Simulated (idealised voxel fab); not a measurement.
Process module name: voxel double patterning
Displayed cross-section: cut, width of 230 nm, square cells sized 5 nm.
Bands, listed from the top down, are how a cross-section gets written in this document; the cross-section itself is a grid of square cells, and a band is one or more rows of them. Read a band's entry like this: the first values are the height of its top and the height of its bottom in nm, and what follows is the sequence of materials from left to right, each with its width in nm. Note that "air" is empty space, and that a single material marked "edge to edge" reaches across the band from edge to edge. All heights in this document are referenced to 0, defined as the level beneath which the wafer, as received, consists entirely of one material. The lowest band is not bounded below; it extends indefinitely downward and is written in the form "0 down". A two-number width, for instance "30..40", indicates that the width is equal to the first number in the top row of the band and to the second number in the bottom row, and that it changes by a constant amount per row of cells. "nothing got changed" means the step left every cell of the cross-section as it was. "Cavities, sealed": empty spaces of 8 cells or more with no open way to the top, each given as width x height at distance, distance from the left edge, all in nm. Step line, after settings: the simulator's comment on this step. Each step line may optionally specify "overlay nm", which for a step with a mask gives the rightward distance between the mask's planned place and where it lay, a negative value indicating the leftward direction.
# List of planned process steps
| 1 | RECEIVE [material Si] |
| 2 | CONFORMAL_DEP [material SiO2] [thk nm 10] |
| 3 | DIRECTIONAL_DEP [material W] [thk nm 15] |
| 4 | DIRECTIONAL_DEP [material SiCN] [thk nm 5] |
| 5 | MASKED_ETCH [tone open] [mask id FIRST] [width nm 15] [pitch nm 50] [etch materials SiCN] [depth nm 5] [overlay nm 0] |
| 6 | DIRECTIONAL_DEP [material aC] [thk nm 10] |
| 7 | PATTERN [tone open] [mask id SECOND] [material resist] [width nm 15] [pitch nm 50] [thk nm 30] [overlay nm 0] |
| 8 | DIRECTIONAL_ETCH [etch materials aC] [depth nm 10] |
| 9 | STRIP [etch materials resist] |
| 10 | DIRECTIONAL_ETCH [etch materials SiCN] [depth nm 5] |
| 11 | STRIP [etch materials aC] |
| 12 | DIRECTIONAL_ETCH [etch materials W] [depth nm 15] |
| 13 | STRIP [etch materials SiCN] |
# The cross-section here shows the wafer as received, i.e. in its state after step 1
* 0 down  Si edge to edge
* Cavities, sealed: none
# Cross-section, first of two wafers, end of module, run as planned
* 25 to 10  W 55 / air 15 / W 10 / air 15 / W 10 / air 15 / W 10 / air 15 / W 10 / air 15 / W 60
* 10 to 0  SiO2 edge to edge
* 0 down  Si edge to edge
* Cavities, sealed: none
# Presented here is a cross-section of the second of the two wafers as it stood at the end of the module. It was started in the same manner and assigned the same plan as the first wafer; however, one mistake was made in its execution
* 25 to 10  air 80 / W 15 / air 35 / W 15 / air 85
* 10 to 0  SiO2 edge to edge
* 0 down  Si edge to edge
* Cavities, sealed: none
What was done differently from what was planned? not per plan at step 7, really ran PATTERN [tone cover] [mask id SECOND] [material resist] [width nm 15] [pitch nm 50] [thk nm 30] [overlay nm 0]
Wafer comparison, final, in cells, second relative to first, materials more or fewer: -75 W
